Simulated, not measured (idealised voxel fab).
You're looking at the process module voxel transistor to metal.
Each square cell in cross-section cut measures 5 nm, and the section as a whole is 155 nm wide.
Each cross-section below is a grid of square cells, stated as bands in top-down order, with one or more rows of cells making up each band. For a band, the entry starts with two heights in nm, that of the top and then that of the bottom, and carries on with the band's materials in order from left to right, each alongside its width in nm; the word "all across" beside a single material means it fills the band edge to edge, and "blank" means empty space. A quick word on heights: they are counted from 0, and under that level the wafer as it came to us is one material throughout. The lowest band is different from the rest in having no bottom; it simply continues downward, written as in "0 nm and below". Quick explanation for "30->40": the width changes in equal steps down the rows of cells, from the first number in the band's top row to the second number in its bottom row. Step marked "no change occurred"? Then no cell in the cross-section changed in it. Empty spaces counting at least 8 cells and having no open way to the top are listed in "Voids, sealed". The notation width x height at distance is used for each, the distance being from the left edge and all three values in nm. Formally, on a step line, whatever follows the settings is a remark that the simulator itself makes on the step. overlay nm: right-of-plan distance of the mask on a masked step; negative values mean left-of-plan. Each of the pairs that make up the rest of this document says: here is the cross-section before one process step, here is the cross-section after it, drawn only down to the lowest band that changed, and here, under the pair, is the step lying between them with its settings. Different pairs may come from different runs of this module on the same starting wafer, so a pair continues from the pair above it only where its entry headed "Pre-step condition" says so.

**Pre-step condition**
    25 nm to 15 nm  SiO2 25 nm, then blank 20 nm, then SiO2 60 nm, then blank 20 nm, then SiO2 30 nm
    15 nm to 0 nm  SiO2 25 nm, then blank 20 nm, then SiO2 5 nm, then SiN 5 nm, then HfO2 5 nm, then TiN 5 nm, then W 20 nm, then TiN 5 nm, then HfO2 5 nm, then SiN 5 nm, then SiO2 5 nm, then blank 20 nm, then SiO2 30 nm
    0 nm to -5 nm  SiO2 20 nm, then SiN 5 nm, then blank 15 nm, then pSi 10 nm, then SiN 5 nm, then HfO2 5 nm, then TiN 30 nm, then HfO2 5 nm, then SiN 5 nm, then pSi 10 nm, then blank 15 nm, then SiN 5 nm, then SiO2 25 nm
    -5 nm to -10 nm  SiO2 25 nm, then pSi 25 nm, then SiO2 5 nm, then HfO2 40 nm, then SiO2 5 nm, then pSi 25 nm, then SiO2 30 nm
    -10 nm to -15 nm  SiO2 25 nm, then pSi 25 nm, then Si 50 nm, then pSi 25 nm, then SiO2 30 nm
    -15 nm to -30 nm  SiO2 25 nm, then Si 100 nm, then SiO2 30 nm
    -30 nm and below  Si all across
    Voids, sealed: none

**Post-Step Snapshot**
    30 nm to 25 nm  SiN 30 nm, then blank 10 nm, then SiN 70 nm, then blank 10 nm, then SiN 35 nm
    25 nm to 15 nm  SiO2 25 nm, then SiN 5 nm, then blank 10 nm, then SiN 5 nm, then SiO2 60 nm, then SiN 5 nm, then blank 10 nm, then SiN 5 nm, then SiO2 30 nm
    15 nm to 5 nm  SiO2 25 nm, then SiN 5 nm, then blank 10 nm, then SiN 5 nm, then SiO2 5 nm, then SiN 5 nm, then HfO2 5 nm, then TiN 5 nm, then W 20 nm, then TiN 5 nm, then HfO2 5 nm, then SiN 5 nm, then SiO2 5 nm, then SiN 5 nm, then blank 10 nm, then SiN 5 nm, then SiO2 30 nm
    5 nm to 0 nm  SiO2 25 nm, then SiN 5 nm, then blank 5 nm, then SiN 10 nm, then SiO2 5 nm, then SiN 5 nm, then HfO2 5 nm, then TiN 5 nm, then W 20 nm, then TiN 5 nm, then HfO2 5 nm, then SiN 5 nm, then SiO2 5 nm, then SiN 10 nm, then blank 5 nm, then SiN 5 nm, then SiO2 30 nm
    0 nm to -5 nm  SiO2 20 nm, then SiN 20 nm, then pSi 10 nm, then SiN 5 nm, then HfO2 5 nm, then TiN 30 nm, then HfO2 5 nm, then SiN 5 nm, then pSi 10 nm, then SiN 20 nm, then SiO2 25 nm
    Under -5: no change, same as before.
    Voids, sealed: none
Going from one cross-section above to the next, the wafer undergoes CONFORMAL_DEP (material SiN; thk nm 5)

Pre-step condition: check the pair just above; its after cross-section is our before state.

**Post-Step Snapshot**
    40 nm to 30 nm  W all across
    30 nm to 25 nm  SiN 30 nm, then W 10 nm, then SiN 70 nm, then W 10 nm, then SiN 35 nm
    25 nm to 15 nm  SiO2 25 nm, then SiN 5 nm, then W 10 nm, then SiN 5 nm, then SiO2 60 nm, then SiN 5 nm, then W 10 nm, then SiN 5 nm, then SiO2 30 nm
    15 nm to 5 nm  SiO2 25 nm, then SiN 5 nm, then W 10 nm, then SiN 5 nm, then SiO2 5 nm, then SiN 5 nm, then HfO2 5 nm, then TiN 5 nm, then W 20 nm, then TiN 5 nm, then HfO2 5 nm, then SiN 5 nm, then SiO2 5 nm, then SiN 5 nm, then W 10 nm, then SiN 5 nm, then SiO2 30 nm
    5 nm to 0 nm  SiO2 25 nm, then SiN 5 nm, then W 5 nm, then SiN 10 nm, then SiO2 5 nm, then SiN 5 nm, then HfO2 5 nm, then TiN 5 nm, then W 20 nm, then TiN 5 nm, then HfO2 5 nm, then SiN 5 nm, then SiO2 5 nm, then SiN 10 nm, then W 5 nm, then SiN 5 nm, then SiO2 30 nm
    Under 0: no change, same as before.
    Voids, sealed: none
Going from one cross-section above to the next, the wafer undergoes FILL_DEP (material W; thk nm 10)

Pre-step condition: check the pair just above; its after cross-section is our before state.

**Post-Step Snapshot**
    25 nm to 15 nm  SiO2 25 nm, then SiN 5 nm, then W 10 nm, then SiN 5 nm, then SiO2 60 nm, then SiN 5 nm, then W 10 nm, then SiN 5 nm, then SiO2 30 nm
    Under 15: no change, same as before.
    Voids, sealed: none
Going from one cross-section above to the next, the wafer undergoes CMP (height nm 25)

Pre-step condition: check the pair just above; its after cross-section is our before state.

**Post-Step Snapshot**
    30 nm to 25 nm  TiN all across
    Under 25: no change, same as before.
    Voids, sealed: none
Going from one cross-section above to the next, the wafer undergoes DIRECTIONAL_DEP (material TiN; thk nm 5)

Pre-step condition: check the pair just above; its after cross-section is our before state.

**Post-Step Snapshot**
    55 nm to 30 nm  W all across
    Under 30: no change, same as before.
    Voids, sealed: none
Going from one cross-section above to the next, the wafer undergoes DIRECTIONAL_DEP (material W; thk nm 25)

Pre-step condition: check the pair just above; its after cross-section is our before state.

**Post-Step Snapshot**
    75 nm to 55 nm  blank 25 nm, then resist 20 nm, then blank 60 nm, then resist 20 nm, then blank 30 nm
    Under 55: no change, same as before.
    Voids, sealed: none
Going from one cross-section above to the next, the wafer undergoes PATTERN (tone cover; mask id METAL_1; material resist; width nm 20; pitch nm 80; thk nm 20; overlay nm 0)

Pre-step condition: check the pair just above; its after cross-section is our before state.

**Post-Step Snapshot**
    75 nm to 55 nm  blank 25 nm, then resist 20 nm, then blank 60 nm, then resist 20 nm, then blank 30 nm
    55 nm to 30 nm  blank 25 nm, then W 20 nm, then blank 60 nm, then W 20 nm, then blank 30 nm
    Under 30: no change, same as before.
    Voids, sealed: none
Going from one cross-section above to the next, the wafer undergoes DIRECTIONAL_ETCH (etch materials W; depth nm 25)

Pre-step condition: check the pair just above; its after cross-section is our before state.

**Post-Step Snapshot**
    75 nm to 55 nm  blank 25 nm, then resist 20 nm, then blank 60 nm, then resist 20 nm, then blank 30 nm
    55 nm to 30 nm  blank 25 nm, then W 20 nm, then blank 60 nm, then W 20 nm, then blank 30 nm
    30 nm to 25 nm  blank 25 nm, then TiN 20 nm, then blank 60 nm, then TiN 20 nm, then blank 30 nm
    Under 25: no change, same as before.
    Voids, sealed: none
Going from one cross-section above to the next, the wafer undergoes DIRECTIONAL_ETCH (etch materials TiN; depth nm 5)

Pre-step condition: check the pair just above; its after cross-section is our before state.

**Post-Step Snapshot**
    55 nm to 30 nm  blank 25 nm, then W 20 nm, then blank 60 nm, then W 20 nm, then blank 30 nm
    Under 30: no change, same as before.
    Voids, sealed: none
Going from one cross-section above to the next, the wafer undergoes STRIP (etch materials resist)

Pre-step condition: check the pair just above; its after cross-section is our before state.

**Post-Step Snapshot**
    60 nm to 55 nm  blank 20 nm, then SiN 30 nm, then blank 50 nm, then SiN 30 nm, then blank 25 nm
    55 nm to 30 nm  blank 20 nm, then SiN 5 nm, then W 20 nm, then SiN 5 nm, then blank 50 nm, then SiN 5 nm, then W 20 nm, then SiN 5 nm, then blank 25 nm
    30 nm to 25 nm  SiN 25 nm, then TiN 20 nm, then SiN 60 nm, then TiN 20 nm, then SiN 30 nm
    Under 25: no change, same as before.
    Voids, sealed: none
Going from one cross-section above to the next, the wafer undergoes CONFORMAL_DEP (material SiN; thk nm 5)

Pre-step condition: check the pair just above; its after cross-section is our before state.

**Post-Step Snapshot**
    65 nm to 60 nm  SiO2 all across
    60 nm to 55 nm  SiO2 20 nm, then SiN 30 nm, then SiO2 50 nm, then SiN 30 nm, then SiO2 25 nm
    55 nm to 30 nm  SiO2 20 nm, then SiN 5 nm, then W 20 nm, then SiN 5 nm, then SiO2 50 nm, then SiN 5 nm, then W 20 nm, then SiN 5 nm, then SiO2 25 nm
    Under 30: no change, same as before.
    Voids, sealed: none
Going from one cross-section above to the next, the wafer undergoes FILL_DEP (material SiO2; thk nm 5)

Pre-step condition: check the pair just above; its after cross-section is our before state.

**Post-Step Snapshot**
    55 nm to 30 nm  SiO2 20 nm, then SiN 5 nm, then W 20 nm, then SiN 5 nm, then SiO2 50 nm, then SiN 5 nm, then W 20 nm, then SiN 5 nm, then SiO2 25 nm
    Under 30: no change, same as before.
    Voids, sealed: none
Going from one cross-section above to the next, the wafer undergoes CMP (height nm 55)

Pre-step condition: check the pair just above; its after cross-section is our before state.

**Post-Step Snapshot**
    60 nm to 55 nm  SiCN all across
    Under 55: no change, same as before.
    Voids, sealed: none
Going from one cross-section above to the next, the wafer undergoes CONFORMAL_DEP (material SiCN; thk nm 5)

Pre-step condition: check the pair just above; its after cross-section is our before state.

**Post-Step Snapshot**
    95 nm to 60 nm  SiO2 all across
    Under 60: no change, same as before.
    Voids, sealed: none
Going from one cross-section above to the next, the wafer undergoes DIRECTIONAL_DEP (material SiO2; thk nm 35)

Pre-step condition: check the pair just above; its after cross-section is our before state.

**Post-Step Snapshot**
    105 nm to 95 nm  aC all across
    Under 95: no change, same as before.
    Voids, sealed: none
Going from one cross-section above to the next, the wafer undergoes DIRECTIONAL_DEP (material aC; thk nm 10)

Pre-step condition: check the pair just above; its after cross-section is our before state.

**Post-Step Snapshot**
    135 nm to 105 nm  resist 25 nm, then blank 20 nm, then resist 60 nm, then blank 20 nm, then resist 30 nm
    Under 105: no change, same as before.
    Voids, sealed: none
Going from one cross-section above to the next, the wafer undergoes PATTERN (tone open; mask id METAL_2; material resist; width nm 20; pitch nm 80; thk nm 30; overlay nm 0)

Pre-step condition: check the pair just above; its after cross-section is our before state.

**Post-Step Snapshot**
    125 nm to 105 nm  resist 25 nm, then blank 20 nm, then resist 60 nm, then blank 20 nm, then resist 30 nm
    105 nm to 95 nm  aC 25 nm, then blank 20 nm, then aC 60 nm, then blank 20 nm, then aC 30 nm
    Under 95: no change, same as before.
    Voids, sealed: none
Going from one cross-section above to the next, the wafer undergoes DIRECTIONAL_ETCH (etch materials aC; depth nm 10)

Pre-step condition: check the pair just above; its after cross-section is our before state.

**Post-Step Snapshot**
    105 nm to 95 nm  aC 25 nm, then blank 20 nm, then aC 60 nm, then blank 20 nm, then aC 30 nm
    Under 95: no change, same as before.
    Voids, sealed: none
Going from one cross-section above to the next, the wafer undergoes STRIP (etch materials resist)

Pre-step condition: check the pair just above; its after cross-section is our before state.

**Post-Step Snapshot**
    105 nm to 95 nm  aC 25 nm, then blank 20 nm, then aC 60 nm, then blank 20 nm, then aC 30 nm
    95 nm to 75 nm  SiO2 25 nm, then blank 20 nm, then SiO2 60 nm, then blank 20 nm, then SiO2 30 nm
    Under 75: no change, same as before.
    Voids, sealed: none
Going from one cross-section above to the next, the wafer undergoes DIRECTIONAL_ETCH (etch materials SiO2; depth nm 20)

Pre-step condition: check the pair just above; its after cross-section is our before state.

**Post-Step Snapshot**
    95 nm to 75 nm  SiO2 25 nm, then blank 20 nm, then SiO2 60 nm, then blank 20 nm, then SiO2 30 nm
    Under 75: no change, same as before.
    Voids, sealed: none
Going from one cross-section above to the next, the wafer undergoes STRIP (etch materials aC)

Pre-step condition: check the pair just above; its after cross-section is our before state.

**Post-Step Snapshot**
    110 nm to 95 nm  aC 25 nm, then blank 20 nm, then aC 60 nm, then blank 20 nm, then aC 30 nm
    95 nm to 90 nm  SiO2 25 nm, then blank 20 nm, then SiO2 60 nm, then blank 20 nm, then SiO2 30 nm
    90 nm to 75 nm  SiO2 25 nm, then aC 20 nm, then SiO2 60 nm, then aC 20 nm, then SiO2 30 nm
    Under 75: no change, same as before.
    Voids, sealed: none
Going from one cross-section above to the next, the wafer undergoes DIRECTIONAL_DEP (material aC; thk nm 15)

Pre-step condition: check the pair just above; its after cross-section is our before state.

**Post-Step Snapshot**
    140 nm to 110 nm  resist 25 nm, then blank 15 nm, then resist 65 nm, then blank 15 nm, then resist 35 nm
    110 nm to 95 nm  aC 25 nm, then blank 15 nm, then resist 5 nm, then aC 60 nm, then blank 15 nm, then resist 5 nm, then aC 30 nm
    95 nm to 90 nm  SiO2 25 nm, then blank 15 nm, then resist 5 nm, then SiO2 60 nm, then blank 15 nm, then resist 5 nm, then SiO2 30 nm
    Under 90: no change, same as before.
    Voids, sealed: none
Going from one cross-section above to the next, the wafer undergoes PATTERN (tone open; mask id METAL_2_HOLES; material resist; width nm 15; pitch nm 80; thk nm 30; overlay nm 0)

Pre-step condition: check the pair just above; its after cross-section is our before state.

**Post-Step Snapshot**
    125 nm to 110 nm  resist 25 nm, then blank 15 nm, then resist 65 nm, then blank 15 nm, then resist 35 nm
    110 nm to 95 nm  aC 25 nm, then blank 15 nm, then resist 5 nm, then aC 60 nm, then blank 15 nm, then resist 5 nm, then aC 30 nm
    95 nm to 90 nm  SiO2 25 nm, then blank 15 nm, then resist 5 nm, then SiO2 60 nm, then blank 15 nm, then resist 5 nm, then SiO2 30 nm
    90 nm to 75 nm  SiO2 25 nm, then blank 15 nm, then aC 5 nm, then SiO2 60 nm, then blank 15 nm, then aC 5 nm, then SiO2 30 nm
    Under 75: no change, same as before.
    Voids, sealed: none
Going from one cross-section above to the next, the wafer undergoes DIRECTIONAL_ETCH (etch materials aC; depth nm 15)

Pre-step condition: check the pair just above; its after cross-section is our before state.

**Post-Step Snapshot**
    110 nm to 95 nm  aC 25 nm, then blank 20 nm, then aC 60 nm, then blank 20 nm, then aC 30 nm
    95 nm to 90 nm  SiO2 25 nm, then blank 20 nm, then SiO2 60 nm, then blank 20 nm, then SiO2 30 nm
    Under 90: no change, same as before.
    Voids, sealed: none
Going from one cross-section above to the next, the wafer undergoes STRIP (etch materials resist)

Pre-step condition: check the pair just above; its after cross-section is our before state.

**Post-Step Snapshot**
    110 nm to 95 nm  aC 25 nm, then blank 20 nm, then aC 60 nm, then blank 20 nm, then aC 30 nm
    95 nm to 90 nm  SiO2 25 nm, then blank 20 nm, then SiO2 60 nm, then blank 20 nm, then SiO2 30 nm
    90 nm to 75 nm  SiO2 25 nm, then blank 15 nm, then aC 5 nm, then SiO2 60 nm, then blank 15 nm, then aC 5 nm, then SiO2 30 nm
    75 nm to 60 nm  SiO2 25 nm, then blank 15 nm, then SiO2 65 nm, then blank 15 nm, then SiO2 35 nm
    Under 60: no change, same as before.
    Voids, sealed: none
Going from one cross-section above to the next, the wafer undergoes DIRECTIONAL_ETCH (etch materials SiO2; depth nm 15)

Pre-step condition: check the pair just above; its after cross-section is our before state.

**Post-Step Snapshot**
    110 nm to 95 nm  aC 25 nm, then blank 20 nm, then aC 60 nm, then blank 20 nm, then aC 30 nm
    95 nm to 90 nm  SiO2 25 nm, then blank 20 nm, then SiO2 60 nm, then blank 20 nm, then SiO2 30 nm
    90 nm to 75 nm  SiO2 25 nm, then blank 15 nm, then aC 5 nm, then SiO2 60 nm, then blank 15 nm, then aC 5 nm, then SiO2 30 nm
    75 nm to 60 nm  SiO2 25 nm, then blank 15 nm, then SiO2 65 nm, then blank 15 nm, then SiO2 35 nm
    60 nm to 55 nm  SiCN 25 nm, then blank 15 nm, then SiCN 65 nm, then blank 15 nm, then SiCN 35 nm
    Under 55: no change, same as before.
    Voids, sealed: none
Going from one cross-section above to the next, the wafer undergoes DIRECTIONAL_ETCH (etch materials SiCN; depth nm 5)

Pre-step condition: check the pair just above; its after cross-section is our before state.

**Post-Step Snapshot**
    95 nm to 75 nm  SiO2 25 nm, then blank 20 nm, then SiO2 60 nm, then blank 20 nm, then SiO2 30 nm
    Under 75: no change, same as before.
    Voids, sealed: none
Going from one cross-section above to the next, the wafer undergoes STRIP (etch materials aC)

Pre-step condition: check the pair just above; its after cross-section is our before state.

**Post-Step Snapshot**
    100 nm to 95 nm  TiN 30 nm, then blank 10 nm, then TiN 70 nm, then blank 10 nm, then TiN 35 nm
    95 nm to 80 nm  SiO2 25 nm, then TiN 5 nm, then blank 10 nm, then TiN 5 nm, then SiO2 60 nm, then TiN 5 nm, then blank 10 nm, then TiN 5 nm, then SiO2 30 nm
    80 nm to 75 nm  SiO2 25 nm, then TiN 5 nm, then blank 5 nm, then TiN 10 nm, then SiO2 60 nm, then TiN 5 nm, then blank 5 nm, then TiN 10 nm, then SiO2 30 nm
    75 nm to 60 nm  SiO2 25 nm, then TiN 5 nm, then blank 5 nm, then TiN 5 nm, then SiO2 65 nm, then TiN 5 nm, then blank 5 nm, then TiN 5 nm, then SiO2 35 nm
    60 nm to 55 nm  SiCN 25 nm, then TiN 15 nm, then SiCN 65 nm, then TiN 15 nm, then SiCN 35 nm
    Under 55: no change, same as before.
    Voids, sealed: none
Going from one cross-section above to the next, the wafer undergoes CONFORMAL_DEP (material TiN; thk nm 5)

Pre-step condition: check the pair just above; its after cross-section is our before state.

**Post-Step Snapshot**
    110 nm to 100 nm  Cu all across
    100 nm to 95 nm  TiN 30 nm, then Cu 10 nm, then TiN 70 nm, then Cu 10 nm, then TiN 35 nm
    95 nm to 80 nm  SiO2 25 nm, then TiN 5 nm, then Cu 10 nm, then TiN 5 nm, then SiO2 60 nm, then TiN 5 nm, then Cu 10 nm, then TiN 5 nm, then SiO2 30 nm
    80 nm to 75 nm  SiO2 25 nm, then TiN 5 nm, then Cu 5 nm, then TiN 10 nm, then SiO2 60 nm, then TiN 5 nm, then Cu 5 nm, then TiN 10 nm, then SiO2 30 nm
    75 nm to 60 nm  SiO2 25 nm, then TiN 5 nm, then Cu 5 nm, then TiN 5 nm, then SiO2 65 nm, then TiN 5 nm, then Cu 5 nm, then TiN 5 nm, then SiO2 35 nm
    Under 60: no change, same as before.
    Voids, sealed: none
Going from one cross-section above to the next, the wafer undergoes FILL_DEP (material Cu; thk nm 10)

Pre-step condition: check the pair just above; its after cross-section is our before state.

**Post-Step Snapshot**
    95 nm to 80 nm  SiO2 25 nm, then TiN 5 nm, then Cu 10 nm, then TiN 5 nm, then SiO2 60 nm, then TiN 5 nm, then Cu 10 nm, then TiN 5 nm, then SiO2 30 nm
    Under 80: no change, same as before.
    Voids, sealed: none
Going from one cross-section above to the next, the wafer undergoes CMP (height nm 95)

Pre-step condition: check the pair just above; its after cross-section is our before state.

**Post-Step Snapshot**
    100 nm to 95 nm  SiCN all across
    Under 95: no change, same as before.
    Voids, sealed: none
Going from one cross-section above to the next, the wafer undergoes CONFORMAL_DEP (material SiCN; thk nm 5)

**Pre-step condition**
    25 nm to 15 nm  SiO2 all across
    15 nm to 0 nm  SiO2 50 nm, then SiN 5 nm, then HfO2 5 nm, then TiN 5 nm, then W 20 nm, then TiN 5 nm, then HfO2 5 nm, then SiN 5 nm, then SiO2 55 nm
    0 nm to -5 nm  SiO2 20 nm, then SiN 5 nm, then SiO2 15 nm, then pSi 10 nm, then SiN 5 nm, then HfO2 5 nm, then TiN 30 nm, then HfO2 5 nm, then SiN 5 nm, then pSi 10 nm, then SiO2 15 nm, then SiN 5 nm, then SiO2 25 nm
    -5 nm to -10 nm  SiO2 25 nm, then pSi 25 nm, then SiO2 5 nm, then HfO2 40 nm, then SiO2 5 nm, then pSi 25 nm, then SiO2 30 nm
    -10 nm to -15 nm  SiO2 25 nm, then pSi 25 nm, then Si 50 nm, then pSi 25 nm, then SiO2 30 nm
    -15 nm to -30 nm  SiO2 25 nm, then Si 100 nm, then SiO2 30 nm
    -30 nm and below  Si all across
    Voids, sealed: none

**Post-Step Snapshot**
    45 nm to 25 nm  blank 25 nm, then resist 20 nm, then blank 60 nm, then resist 20 nm, then blank 30 nm
    Under 25: no change, same as before.
    Voids, sealed: none
Going from one cross-section above to the next, the wafer undergoes PATTERN (tone cover; mask id CONTACT; material resist; width nm 20; pitch nm 80; thk nm 20; overlay nm 0)

Pre-step condition: check the pair just above; its after cross-section is our before state.

**Post-Step Snapshot**
    45 nm to 25 nm  blank 25 nm, then resist 20 nm, then blank 60 nm, then resist 20 nm, then blank 30 nm
    25 nm to 15 nm  blank 25 nm, then SiO2 20 nm, then blank 60 nm, then SiO2 20 nm, then blank 30 nm
    15 nm to 0 nm  blank 25 nm, then SiO2 20 nm, then blank 5 nm, then SiN 5 nm, then HfO2 5 nm, then TiN 5 nm, then W 20 nm, then TiN 5 nm, then HfO2 5 nm, then SiN 5 nm, then blank 5 nm, then SiO2 20 nm, then blank 30 nm
    0 nm to -5 nm  blank 20 nm, then SiN 5 nm, then SiO2 15 nm, then pSi 10 nm, then SiN 5 nm, then HfO2 5 nm, then TiN 30 nm, then HfO2 5 nm, then SiN 5 nm, then pSi 10 nm, then SiO2 15 nm, then SiN 5 nm, then blank 25 nm
    Under -5: no change, same as before.
    Voids, sealed: none
Going from one cross-section above to the next, the wafer undergoes DIRECTIONAL_ETCH (etch materials SiO2; depth nm 30)

Pre-step condition: check the pair just above; its after cross-section is our before state.

**Post-Step Snapshot**
    25 nm to 15 nm  blank 25 nm, then SiO2 20 nm, then blank 60 nm, then SiO2 20 nm, then blank 30 nm
    Under 15: no change, same as before.
    Voids, sealed: none
Going from one cross-section above to the next, the wafer undergoes STRIP (etch materials resist)

Pre-step condition: check the pair just above; its after cross-section is our before state.

**Post-Step Snapshot**
    30 nm to 25 nm  blank 20 nm, then TiN 30 nm, then blank 50 nm, then TiN 30 nm, then blank 25 nm
    25 nm to 20 nm  blank 20 nm, then TiN 5 nm, then SiO2 20 nm, then TiN 5 nm, then blank 50 nm, then TiN 5 nm, then SiO2 20 nm, then TiN 5 nm, then blank 25 nm
    20 nm to 15 nm  blank 20 nm, then TiN 5 nm, then SiO2 20 nm, then TiN 60 nm, then SiO2 20 nm, then TiN 5 nm, then blank 25 nm
    15 nm to 5 nm  blank 20 nm, then TiN 5 nm, then SiO2 20 nm, then TiN 5 nm, then SiN 5 nm, then HfO2 5 nm, then TiN 5 nm, then W 20 nm, then TiN 5 nm, then HfO2 5 nm, then SiN 5 nm, then TiN 5 nm, then SiO2 20 nm, then TiN 5 nm, then blank 25 nm
    5 nm to 0 nm  blank 15 nm, then TiN 10 nm, then SiO2 20 nm, then TiN 5 nm, then SiN 5 nm, then HfO2 5 nm, then TiN 5 nm, then W 20 nm, then TiN 5 nm, then HfO2 5 nm, then SiN 5 nm, then TiN 5 nm, then SiO2 20 nm, then TiN 10 nm, then blank 20 nm
    0 nm to -5 nm  TiN 20 nm, then SiN 5 nm, then SiO2 15 nm, then pSi 10 nm, then SiN 5 nm, then HfO2 5 nm, then TiN 30 nm, then HfO2 5 nm, then SiN 5 nm, then pSi 10 nm, then SiO2 15 nm, then SiN 5 nm, then TiN 25 nm
    Under -5: no change, same as before.
    Voids, sealed: none
Going from one cross-section above to the next, the wafer undergoes CONFORMAL_DEP (material TiN; thk nm 5)

Pre-step condition: check the pair just above; its after cross-section is our before state.

**Post-Step Snapshot**
    40 nm to 30 nm  W all across
    30 nm to 25 nm  W 20 nm, then TiN 30 nm, then W 50 nm, then TiN 30 nm, then W 25 nm
    25 nm to 20 nm  W 20 nm, then TiN 5 nm, then SiO2 20 nm, then TiN 5 nm, then W 50 nm, then TiN 5 nm, then SiO2 20 nm, then TiN 5 nm, then W 25 nm
    20 nm to 15 nm  W 20 nm, then TiN 5 nm, then SiO2 20 nm, then TiN 60 nm, then SiO2 20 nm, then TiN 5 nm, then W 25 nm
    15 nm to 5 nm  W 20 nm, then TiN 5 nm, then SiO2 20 nm, then TiN 5 nm, then SiN 5 nm, then HfO2 5 nm, then TiN 5 nm, then W 20 nm, then TiN 5 nm, then HfO2 5 nm, then SiN 5 nm, then TiN 5 nm, then SiO2 20 nm, then TiN 5 nm, then W 25 nm
    5 nm to 0 nm  W 15 nm, then TiN 10 nm, then SiO2 20 nm, then TiN 5 nm, then SiN 5 nm, then HfO2 5 nm, then TiN 5 nm, then W 20 nm, then TiN 5 nm, then HfO2 5 nm, then SiN 5 nm, then TiN 5 nm, then SiO2 20 nm, then TiN 10 nm, then W 20 nm
    Under 0: no change, same as before.
    Voids, sealed: none
Going from one cross-section above to the next, the wafer undergoes FILL_DEP (material W; thk nm 10)

Pre-step condition: check the pair just above; its after cross-section is our before state.

**Post-Step Snapshot**
    25 nm to 20 nm  W 20 nm, then TiN 5 nm, then SiO2 20 nm, then TiN 5 nm, then W 50 nm, then TiN 5 nm, then SiO2 20 nm, then TiN 5 nm, then W 25 nm
    Under 20: no change, same as before.
    Voids, sealed: none
Going from one cross-section above to the next, the wafer undergoes CMP (height nm 25)

Pre-step condition: check the pair just above; its after cross-section is our before state.

**Post-Step Snapshot**
    30 nm to 25 nm  TiN all across
    Under 25: no change, same as before.
    Voids, sealed: none
Going from one cross-section above to the next, the wafer undergoes DIRECTIONAL_DEP (material TiN; thk nm 5)

Pre-step condition: check the pair just above; its after cross-section is our before state.

**Post-Step Snapshot**
    55 nm to 30 nm  W all across
    Under 30: no change, same as before.
    Voids, sealed: none
Going from one cross-section above to the next, the wafer undergoes DIRECTIONAL_DEP (material W; thk nm 25)

Pre-step condition: check the pair just above; its after cross-section is our before state.

**Post-Step Snapshot**
    75 nm to 55 nm  blank 25 nm, then resist 20 nm, then blank 60 nm, then resist 20 nm, then blank 30 nm
    Under 55: no change, same as before.
    Voids, sealed: none
Going from one cross-section above to the next, the wafer undergoes PATTERN (tone cover; mask id METAL_1; material resist; width nm 20; pitch nm 80; thk nm 20; overlay nm 0)

Pre-step condition: check the pair just above; its after cross-section is our before state.

**Post-Step Snapshot**
    75 nm to 55 nm  blank 25 nm, then resist 20 nm, then blank 60 nm, then resist 20 nm, then blank 30 nm
    55 nm to 30 nm  blank 25 nm, then W 20 nm, then blank 60 nm, then W 20 nm, then blank 30 nm
    Under 30: no change, same as before.
    Voids, sealed: none
Going from one cross-section above to the next, the wafer undergoes DIRECTIONAL_ETCH (etch materials W; depth nm 25)

Pre-step condition: check the pair just above; its after cross-section is our before state.

**Post-Step Snapshot**
    75 nm to 55 nm  blank 25 nm, then resist 20 nm, then blank 60 nm, then resist 20 nm, then blank 30 nm
    55 nm to 30 nm  blank 25 nm, then W 20 nm, then blank 60 nm, then W 20 nm, then blank 30 nm
    30 nm to 25 nm  blank 25 nm, then TiN 20 nm, then blank 60 nm, then TiN 20 nm, then blank 30 nm
    Under 25: no change, same as before.
    Voids, sealed: none
Going from one cross-section above to the next, the wafer undergoes DIRECTIONAL_ETCH (etch materials TiN; depth nm 5)

Pre-step condition: check the pair just above; its after cross-section is our before state.

**Post-Step Snapshot**
    55 nm to 30 nm  blank 25 nm, then W 20 nm, then blank 60 nm, then W 20 nm, then blank 30 nm
    Under 30: no change, same as before.
    Voids, sealed: none
Going from one cross-section above to the next, the wafer undergoes STRIP (etch materials resist)

Pre-step condition: check the pair just above; its after cross-section is our before state.

**Post-Step Snapshot**
    60 nm to 55 nm  blank 20 nm, then SiN 30 nm, then blank 50 nm, then SiN 30 nm, then blank 25 nm
    55 nm to 30 nm  blank 20 nm, then SiN 5 nm, then W 20 nm, then SiN 5 nm, then blank 50 nm, then SiN 5 nm, then W 20 nm, then SiN 5 nm, then blank 25 nm
    30 nm to 25 nm  SiN 25 nm, then TiN 20 nm, then SiN 60 nm, then TiN 20 nm, then SiN 30 nm
    Under 25: no change, same as before.
    Voids, sealed: none
Going from one cross-section above to the next, the wafer undergoes CONFORMAL_DEP (material SiN; thk nm 5)

Pre-step condition: check the pair just above; its after cross-section is our before state.

**Post-Step Snapshot**
    65 nm to 60 nm  SiO2 all across
    60 nm to 55 nm  SiO2 20 nm, then SiN 30 nm, then SiO2 50 nm, then SiN 30 nm, then SiO2 25 nm
    55 nm to 30 nm  SiO2 20 nm, then SiN 5 nm, then W 20 nm, then SiN 5 nm, then SiO2 50 nm, then SiN 5 nm, then W 20 nm, then SiN 5 nm, then SiO2 25 nm
    Under 30: no change, same as before.
    Voids, sealed: none
Going from one cross-section above to the next, the wafer undergoes FILL_DEP (material SiO2; thk nm 5)

Pre-step condition: check the pair just above; its after cross-section is our before state.

**Post-Step Snapshot**
    55 nm to 30 nm  SiO2 20 nm, then SiN 5 nm, then W 20 nm, then SiN 5 nm, then SiO2 50 nm, then SiN 5 nm, then W 20 nm, then SiN 5 nm, then SiO2 25 nm
    Under 30: no change, same as before.
    Voids, sealed: none
Going from one cross-section above to the next, the wafer undergoes CMP (height nm 55)

Pre-step condition: check the pair just above; its after cross-section is our before state.

**Post-Step Snapshot**
    60 nm to 55 nm  SiCN all across
    Under 55: no change, same as before.
    Voids, sealed: none
Going from one cross-section above to the next, the wafer undergoes CONFORMAL_DEP (material SiCN; thk nm 5)

Pre-step condition: check the pair just above; its after cross-section is our before state.

**Post-Step Snapshot**
    95 nm to 60 nm  SiO2 all across
    Under 60: no change, same as before.
    Voids, sealed: none
Going from one cross-section above to the next, the wafer undergoes DIRECTIONAL_DEP (material SiO2; thk nm 35)

Pre-step condition: check the pair just above; its after cross-section is our before state.

**Post-Step Snapshot**
    105 nm to 95 nm  aC all across
    Under 95: no change, same as before.
    Voids, sealed: none
Going from one cross-section above to the next, the wafer undergoes DIRECTIONAL_DEP (material aC; thk nm 10)

Pre-step condition: check the pair just above; its after cross-section is our before state.

**Post-Step Snapshot**
    135 nm to 105 nm  resist 25 nm, then blank 20 nm, then resist 60 nm, then blank 20 nm, then resist 30 nm
    Under 105: no change, same as before.
    Voids, sealed: none
Going from one cross-section above to the next, the wafer undergoes PATTERN (tone open; mask id METAL_2; material resist; width nm 20; pitch nm 80; thk nm 30; overlay nm 0)
